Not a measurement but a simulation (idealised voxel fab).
The document below concerns the process module designated voxel released beams.
Section shown: cut. Width: 220 nm. Cell size: 5 nm, square.
How to read a cross-section here: the picture is a grid of square cells, written as bands going from the top down, and any band can span one or more rows of cells.
Band entry format. Leading values: height of top, height of bottom, nm. Remainder: materials in left-to-right order, each with its width in nm. Special words: "full width" on a single material, which then fills the band edge to edge; "air", empty space.
All heights in this document are referenced to 0, defined as the level beneath which the wafer, as received, consists entirely of one material. The lowest band is not bounded below; it extends indefinitely downward and is written in the form "0 -> down".
Top row gets the first number, bottom row gets the second, and each row in between changes by the same step: that is how a band width like "30..40" works.
"everything unchanged" means the step left every cell of the cross-section as it was.
Enclosed voids (no open way to top), threshold 8 cells or more, entry "Voids, fully enclosed", notation width x height at distance, distance from left edge, nm.
after a step's settings: what the simulator itself notes on the step
What "overlay nm" on a step's line means: if the step has a mask, that mask lay this far to the right of its planned place, or, when the value is negative, to the left.
Planned process steps
| 1 | RECEIVE | material Si |
| 2 | CONFORMAL_DEP | material Al2O3 | thk nm 10 |
| 3 | DIRECTIONAL_DEP | material SiO2 | thk nm 10 |
| 4 | DIRECTIONAL_DEP | material aC | thk nm 15 |
| 5 | PATTERN | tone open | mask id ANCHOR | material resist | width nm 35 | thk nm 30 | overlay nm 0 |
| 6 | DIRECTIONAL_ETCH | etch materials aC | depth nm 15 |
| 7 | STRIP | etch materials resist |
| 8 | DIRECTIONAL_ETCH | etch materials SiO2 | depth nm 10 |
| 9 | STRIP | etch materials aC |
| 10 | CONFORMAL_DEP | material W | thk nm 10 |
| 11 | MASKED_ETCH | tone cover | mask id BEAM | width nm 110 | etch materials W | depth nm 10 | overlay nm 0 |
| 12 | STRIP | etch materials SiO2 |
Cross-section of the wafer as it came to us, i.e., already through step 1
- 0 -> down = Si full width
- Voids, fully enclosed: none
Run as planned - first of the two wafers cross-sectioned at the end of the module
- 30 -> 20 = 50 of air / 15 of W / 15 of air / 80 of W / 60 of air
- 20 -> 10 = 55 of air / 35 of W / 130 of air
- 10 -> 0 = Al2O3 full width
- 0 -> down = Si full width
- Voids, fully enclosed: none
This cross-section belongs to the second wafer of two at the end of the module; the start and the plan were shared with the first, and the run included one mistake
- 30 -> 20 = 50 of air / 110 of W / 60 of air
- 20 -> 10 = Al2O3 full width
- 10 -> 0 = SiO2 full width
- 0 -> down = Si full width
- Voids, fully enclosed: none
Processing error: steps 2 and 3 traded places in the executed sequence
Final cells, second wafer relative to first, materials higher or lower: SiO2 +88; W -8
